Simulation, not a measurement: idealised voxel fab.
Documented hereafter: the process module known as voxel gate over fins.
Square cells of 5 nm make up the cross-section cut, whose width is 195 nm.
A cross-section is written here as square cells arranged in a grid, and it is given in bands from the top down, each band taking up one or more rows of cells.
Read a band's entry like this: the first values are the height of its top and the height of its bottom in nm, and what follows is the sequence of materials from left to right, each with its width in nm. Note that "air" is empty space, and that a single material marked "all across" reaches across the band from edge to edge.
Height 0 is the level under which the wafer as received is all one material. The lowest band goes on downwards, as in "from 0 down".
The expression "30->40" gives the width at the extremes of the band, the first number at its top row of cells and the second at its bottom row, with the width changing by equal amounts from each row to the next in between.
Where a step carries "nothing altered", the cross-section came out of it unchanged, cell for cell.
Entry "Enclosed voids" = empty spaces >= 8 cells with no open way to the top; each as width x height at distance, distance from left edge, all nm.
Heads up: the bit after the settings on a step's line is the simulator's remark on that step.
overlay nm: how far to the right of its planned place the mask lay on this masked step (negative: to the left).
[So here's the lineup of process steps we planned]
1. RECEIVE, material Si
2. CONFORMAL_DEP, material SiN, thk nm 5
3. PATTERN, tone cover, mask id FINS, material resist, width nm 15, pitch nm 45, thk nm 20, overlay nm 0
4. DIRECTIONAL_ETCH, etch materials SiN, depth nm 5
5. DIRECTIONAL_ETCH, etch materials Si, depth nm 30
6. STRIP, etch materials resist
7. OXIDIZE, depth nm 5
8. FILL_DEP, material SiO2, thk nm 5
9. CMP, height nm 5
10. SELECTIVE_ETCH, etch materials SiO2, depth nm 20
11. STRIP, etch materials SiN
12. CONFORMAL_DEP, material HfO2, thk nm 5
13. CONFORMAL_DEP, material TiN, thk nm 5
14. FILL_DEP, material W, thk nm 10
15. CMP, height nm 15
16. CONFORMAL_DEP, material SiN, thk nm 10
[First of two wafers, processed according to plan]
[Here's what the wafer looked like in cross-section when it arrived - that's after step 1]
* from 0 down  Si all across
* Enclosed voids: none
[Step 2 complete: cross-section through the wafer]
* from 5 to 0  SiN all across
* Rest of section, below 0: as before.
[Step 3 complete: cross-section through the wafer]
* from 25 to 5  air 20 nm  resist 15 nm  air 30 nm  resist 15 nm  air 30 nm  resist 15 nm  air 30 nm  resist 15 nm  air 25 nm
* Rest of section, below 5: as before.
[Step 4 complete: cross-section through the wafer]
* from 25 to 5  air 20 nm  resist 15 nm  air 30 nm  resist 15 nm  air 30 nm  resist 15 nm  air 30 nm  resist 15 nm  air 25 nm
* from 5 to 0  air 20 nm  SiN 15 nm  air 30 nm  SiN 15 nm  air 30 nm  SiN 15 nm  air 30 nm  SiN 15 nm  air 25 nm
* Rest of section, below 0: as before.
[Step 5 complete: cross-section through the wafer]
* from 25 to 5  air 20 nm  resist 15 nm  air 30 nm  resist 15 nm  air 30 nm  resist 15 nm  air 30 nm  resist 15 nm  air 25 nm
* from 5 to 0  air 20 nm  SiN 15 nm  air 30 nm  SiN 15 nm  air 30 nm  SiN 15 nm  air 30 nm  SiN 15 nm  air 25 nm
* from 0 to -30  air 20 nm  Si 15 nm  air 30 nm  Si 15 nm  air 30 nm  Si 15 nm  air 30 nm  Si 15 nm  air 25 nm
* Rest of section, below -30: as before.
[Step 6 complete: cross-section through the wafer]
* from 5 to 0  air 20 nm  SiN 15 nm  air 30 nm  SiN 15 nm  air 30 nm  SiN 15 nm  air 30 nm  SiN 15 nm  air 25 nm
* Rest of section, below 0: as before.
[Step 7 complete: cross-section through the wafer]
* from 5 to 0  air 20 nm  SiN 15 nm  air 30 nm  SiN 15 nm  air 30 nm  SiN 15 nm  air 30 nm  SiN 15 nm  air 25 nm
* from 0 to -30  air 20 nm  SiO2 5 nm  Si 5 nm  SiO2 5 nm  air 30 nm  SiO2 5 nm  Si 5 nm  SiO2 5 nm  air 30 nm  SiO2 5 nm  Si 5 nm  SiO2 5 nm  air 30 nm  SiO2 5 nm  Si 5 nm  SiO2 5 nm  air 25 nm
* from -30 to -35  SiO2 25 nm  Si 5 nm  SiO2 40 nm  Si 5 nm  SiO2 40 nm  Si 5 nm  SiO2 40 nm  Si 5 nm  SiO2 30 nm
* Rest of section, below -35: as before.
[Step 8 complete: cross-section through the wafer]
* from 10 to 5  SiO2 all across
* from 5 to 0  SiO2 20 nm  SiN 15 nm  SiO2 30 nm  SiN 15 nm  SiO2 30 nm  SiN 15 nm  SiO2 30 nm  SiN 15 nm  SiO2 25 nm
* from 0 to -35  SiO2 25 nm  Si 5 nm  SiO2 40 nm  Si 5 nm  SiO2 40 nm  Si 5 nm  SiO2 40 nm  Si 5 nm  SiO2 30 nm
* Rest of section, below -35: as before.
[Step 9 complete: cross-section through the wafer]
* from 5 to 0  SiO2 20 nm  SiN 15 nm  SiO2 30 nm  SiN 15 nm  SiO2 30 nm  SiN 15 nm  SiO2 30 nm  SiN 15 nm  SiO2 25 nm
* Rest of section, below 0: as before.
[Step 10 complete: cross-section through the wafer]
* from 5 to 0  air 20 nm  SiN 15 nm  air 30 nm  SiN 15 nm  air 30 nm  SiN 15 nm  air 30 nm  SiN 15 nm  air 25 nm
* from 0 to -15  air 25 nm  Si 5 nm  air 40 nm  Si 5 nm  air 40 nm  Si 5 nm  air 40 nm  Si 5 nm  air 30 nm
* Rest of section, below -15: as before.
[Step 11 complete: cross-section through the wafer]
* from 0 to -15  air 25 nm  Si 5 nm  air 40 nm  Si 5 nm  air 40 nm  Si 5 nm  air 40 nm  Si 5 nm  air 30 nm
* Rest of section, below -15: as before.
[Step 12 complete: cross-section through the wafer]
* from 5 to 0  air 20 nm  HfO2 15 nm  air 30 nm  HfO2 15 nm  air 30 nm  HfO2 15 nm  air 30 nm  HfO2 15 nm  air 25 nm
* from 0 to -10  air 20 nm  HfO2 5 nm  Si 5 nm  HfO2 5 nm  air 30 nm  HfO2 5 nm  Si 5 nm  HfO2 5 nm  air 30 nm  HfO2 5 nm  Si 5 nm  HfO2 5 nm  air 30 nm  HfO2 5 nm  Si 5 nm  HfO2 5 nm  air 25 nm
* from -10 to -15  HfO2 25 nm  Si 5 nm  HfO2 40 nm  Si 5 nm  HfO2 40 nm  Si 5 nm  HfO2 40 nm  Si 5 nm  HfO2 30 nm
* Rest of section, below -15: as before.
[Step 13 complete: cross-section through the wafer]
* from 10 to 5  air 15 nm  TiN 25 nm  air 20 nm  TiN 25 nm  air 20 nm  TiN 25 nm  air 20 nm  TiN 25 nm  air 20 nm
* from 5 to 0  air 15 nm  TiN 5 nm  HfO2 15 nm  TiN 5 nm  air 20 nm  TiN 5 nm  HfO2 15 nm  TiN 5 nm  air 20 nm  TiN 5 nm  HfO2 15 nm  TiN 5 nm  air 20 nm  TiN 5 nm  HfO2 15 nm  TiN 5 nm  air 20 nm
* from 0 to -5  air 15 nm  TiN 5 nm  HfO2 5 nm  Si 5 nm  HfO2 5 nm  TiN 5 nm  air 20 nm  TiN 5 nm  HfO2 5 nm  Si 5 nm  HfO2 5 nm  TiN 5 nm  air 20 nm  TiN 5 nm  HfO2 5 nm  Si 5 nm  HfO2 5 nm  TiN 5 nm  air 20 nm  TiN 5 nm  HfO2 5 nm  Si 5 nm  HfO2 5 nm  TiN 5 nm  air 20 nm
* from -5 to -10  TiN 20 nm  HfO2 5 nm  Si 5 nm  HfO2 5 nm  TiN 30 nm  HfO2 5 nm  Si 5 nm  HfO2 5 nm  TiN 30 nm  HfO2 5 nm  Si 5 nm  HfO2 5 nm  TiN 30 nm  HfO2 5 nm  Si 5 nm  HfO2 5 nm  TiN 25 nm
* Rest of section, below -10: as before.
[Step 14 complete: cross-section through the wafer]
* from 20 to 10  W all across
* from 10 to 5  W 15 nm  TiN 25 nm  W 20 nm  TiN 25 nm  W 20 nm  TiN 25 nm  W 20 nm  TiN 25 nm  W 20 nm
* from 5 to 0  W 15 nm  TiN 5 nm  HfO2 15 nm  TiN 5 nm  W 20 nm  TiN 5 nm  HfO2 15 nm  TiN 5 nm  W 20 nm  TiN 5 nm  HfO2 15 nm  TiN 5 nm  W 20 nm  TiN 5 nm  HfO2 15 nm  TiN 5 nm  W 20 nm
* from 0 to -5  W 15 nm  TiN 5 nm  HfO2 5 nm  Si 5 nm  HfO2 5 nm  TiN 5 nm  W 20 nm  TiN 5 nm  HfO2 5 nm  Si 5 nm  HfO2 5 nm  TiN 5 nm  W 20 nm  TiN 5 nm  HfO2 5 nm  Si 5 nm  HfO2 5 nm  TiN 5 nm  W 20 nm  TiN 5 nm  HfO2 5 nm  Si 5 nm  HfO2 5 nm  TiN 5 nm  W 20 nm
* Rest of section, below -5: as before.
[Step 15 complete: cross-section through the wafer]
* from 15 to 10  W all across
* Rest of section, below 10: as before.
[Step 16 complete: cross-section through the wafer]
* from 25 to 15  SiN all across
* Rest of section, below 15: as before.
[Second Wafer (Identical Start and Plan, One Processing Error; Matches First Wafer Through Step 2)]
[Cross-section of the second wafer at the time step 3 of the plan should have ended]
* from 25 to 5  air 20 nm  resist 20 nm  air 25 nm  resist 20 nm  air 25 nm  resist 20 nm  air 25 nm  resist 20 nm  air 20 nm
* Rest of section, below 5: as before.
[Cross-section of the second wafer at the time step 4 of the plan should have ended]
* from 25 to 5  air 20 nm  resist 20 nm  air 25 nm  resist 20 nm  air 25 nm  resist 20 nm  air 25 nm  resist 20 nm  air 20 nm
* from 5 to 0  air 20 nm  SiN 20 nm  air 25 nm  SiN 20 nm  air 25 nm  SiN 20 nm  air 25 nm  SiN 20 nm  air 20 nm
* Rest of section, below 0: as before.
[Cross-section of the second wafer at the time step 5 of the plan should have ended]
* from 25 to 5  air 20 nm  resist 20 nm  air 25 nm  resist 20 nm  air 25 nm  resist 20 nm  air 25 nm  resist 20 nm  air 20 nm
* from 5 to 0  air 20 nm  SiN 20 nm  air 25 nm  SiN 20 nm  air 25 nm  SiN 20 nm  air 25 nm  SiN 20 nm  air 20 nm
* from 0 to -30  air 20 nm  Si 20 nm  air 25 nm  Si 20 nm  air 25 nm  Si 20 nm  air 25 nm  Si 20 nm  air 20 nm
* Rest of section, below -30: as before.
[Cross-section of the second wafer at the time step 6 of the plan should have ended]
* from 5 to 0  air 20 nm  SiN 20 nm  air 25 nm  SiN 20 nm  air 25 nm  SiN 20 nm  air 25 nm  SiN 20 nm  air 20 nm
* Rest of section, below 0: as before.
[Cross-section of the second wafer at the time step 7 of the plan should have ended]
* from 5 to 0  air 20 nm  SiN 20 nm  air 25 nm  SiN 20 nm  air 25 nm  SiN 20 nm  air 25 nm  SiN 20 nm  air 20 nm
* from 0 to -30  air 20 nm  SiO2 5 nm  Si 10 nm  SiO2 5 nm  air 25 nm  SiO2 5 nm  Si 10 nm  SiO2 5 nm  air 25 nm  SiO2 5 nm  Si 10 nm  SiO2 5 nm  air 25 nm  SiO2 5 nm  Si 10 nm  SiO2 5 nm  air 20 nm
* from -30 to -35  SiO2 25 nm  Si 10 nm  SiO2 35 nm  Si 10 nm  SiO2 35 nm  Si 10 nm  SiO2 35 nm  Si 10 nm  SiO2 25 nm
* Rest of section, below -35: as before.
[Cross-section of the second wafer at the time step 8 of the plan should have ended]
* from 10 to 5  SiO2 all across
* from 5 to 0  SiO2 20 nm  SiN 20 nm  SiO2 25 nm  SiN 20 nm  SiO2 25 nm  SiN 20 nm  SiO2 25 nm  SiN 20 nm  SiO2 20 nm
* from 0 to -35  SiO2 25 nm  Si 10 nm  SiO2 35 nm  Si 10 nm  SiO2 35 nm  Si 10 nm  SiO2 35 nm  Si 10 nm  SiO2 25 nm
* Rest of section, below -35: as before.
[Cross-section of the second wafer at the time step 9 of the plan should have ended]
* from 5 to 0  SiO2 20 nm  SiN 20 nm  SiO2 25 nm  SiN 20 nm  SiO2 25 nm  SiN 20 nm  SiO2 25 nm  SiN 20 nm  SiO2 20 nm
* Rest of section, below 0: as before.
[Cross-section of the second wafer at the time step 10 of the plan should have ended]
* from 5 to 0  air 20 nm  SiN 20 nm  air 25 nm  SiN 20 nm  air 25 nm  SiN 20 nm  air 25 nm  SiN 20 nm  air 20 nm
* from 0 to -15  air 25 nm  Si 10 nm  air 35 nm  Si 10 nm  air 35 nm  Si 10 nm  air 35 nm  Si 10 nm  air 25 nm
* Rest of section, below -15: as before.
[Cross-section of the second wafer at the time step 11 of the plan should have ended]
* from 0 to -15  air 25 nm  Si 10 nm  air 35 nm  Si 10 nm  air 35 nm  Si 10 nm  air 35 nm  Si 10 nm  air 25 nm
* Rest of section, below -15: as before.
[Cross-section of the second wafer at the time step 12 of the plan should have ended]
* from 5 to 0  air 20 nm  HfO2 20 nm  air 25 nm  HfO2 20 nm  air 25 nm  HfO2 20 nm  air 25 nm  HfO2 20 nm  air 20 nm
* from 0 to -10  air 20 nm  HfO2 5 nm  Si 10 nm  HfO2 5 nm  air 25 nm  HfO2 5 nm  Si 10 nm  HfO2 5 nm  air 25 nm  HfO2 5 nm  Si 10 nm  HfO2 5 nm  air 25 nm  HfO2 5 nm  Si 10 nm  HfO2 5 nm  air 20 nm
* from -10 to -15  HfO2 25 nm  Si 10 nm  HfO2 35 nm  Si 10 nm  HfO2 35 nm  Si 10 nm  HfO2 35 nm  Si 10 nm  HfO2 25 nm
* Rest of section, below -15: as before.
[Cross-section of the second wafer at the time step 13 of the plan should have ended]
* from 10 to 5  air 15 nm  TiN 30 nm  air 15 nm  TiN 30 nm  air 15 nm  TiN 30 nm  air 15 nm  TiN 30 nm  air 15 nm
* from 5 to 0  air 15 nm  TiN 5 nm  HfO2 20 nm  TiN 5 nm  air 15 nm  TiN 5 nm  HfO2 20 nm  TiN 5 nm  air 15 nm  TiN 5 nm  HfO2 20 nm  TiN 5 nm  air 15 nm  TiN 5 nm  HfO2 20 nm  TiN 5 nm  air 15 nm
* from 0 to -5  air 15 nm  TiN 5 nm  HfO2 5 nm  Si 10 nm  HfO2 5 nm  TiN 5 nm  air 15 nm  TiN 5 nm  HfO2 5 nm  Si 10 nm  HfO2 5 nm  TiN 5 nm  air 15 nm  TiN 5 nm  HfO2 5 nm  Si 10 nm  HfO2 5 nm  TiN 5 nm  air 15 nm  TiN 5 nm  HfO2 5 nm  Si 10 nm  HfO2 5 nm  TiN 5 nm  air 15 nm
* from -5 to -10  TiN 20 nm  HfO2 5 nm  Si 10 nm  HfO2 5 nm  TiN 25 nm  HfO2 5 nm  Si 10 nm  HfO2 5 nm  TiN 25 nm  HfO2 5 nm  Si 10 nm  HfO2 5 nm  TiN 25 nm  HfO2 5 nm  Si 10 nm  HfO2 5 nm  TiN 20 nm
* Rest of section, below -10: as before.
[Cross-section of the second wafer at the time step 14 of the plan should have ended]
* from 20 to 10  W all across
* from 10 to 5  W 15 nm  TiN 30 nm  W 15 nm  TiN 30 nm  W 15 nm  TiN 30 nm  W 15 nm  TiN 30 nm  W 15 nm
* from 5 to 0  W 15 nm  TiN 5 nm  HfO2 20 nm  TiN 5 nm  W 15 nm  TiN 5 nm  HfO2 20 nm  TiN 5 nm  W 15 nm  TiN 5 nm  HfO2 20 nm  TiN 5 nm  W 15 nm  TiN 5 nm  HfO2 20 nm  TiN 5 nm  W 15 nm
* from 0 to -5  W 15 nm  TiN 5 nm  HfO2 5 nm  Si 10 nm  HfO2 5 nm  TiN 5 nm  W 15 nm  TiN 5 nm  HfO2 5 nm  Si 10 nm  HfO2 5 nm  TiN 5 nm  W 15 nm  TiN 5 nm  HfO2 5 nm  Si 10 nm  HfO2 5 nm  TiN 5 nm  W 15 nm  TiN 5 nm  HfO2 5 nm  Si 10 nm  HfO2 5 nm  TiN 5 nm  W 15 nm
* Rest of section, below -5: as before.
[Cross-section of the second wafer at the time step 15 of the plan should have ended]
* from 15 to 10  W all across
* Rest of section, below 10: as before.
[Cross-section of the second wafer at the time step 16 of the plan should have ended]
* from 25 to 15  SiN all across
* Rest of section, below 15: as before.
Short version of what went wrong: step 3 off recipe, ran as PATTERN, tone cover, mask id FINS, material resist, width nm 20, pitch nm 45, thk nm 20, overlay nm 0
Heads up, by the end the second wafer has more or fewer cells of some materials compared to the first: Si +28; SiO2 -16; W -12
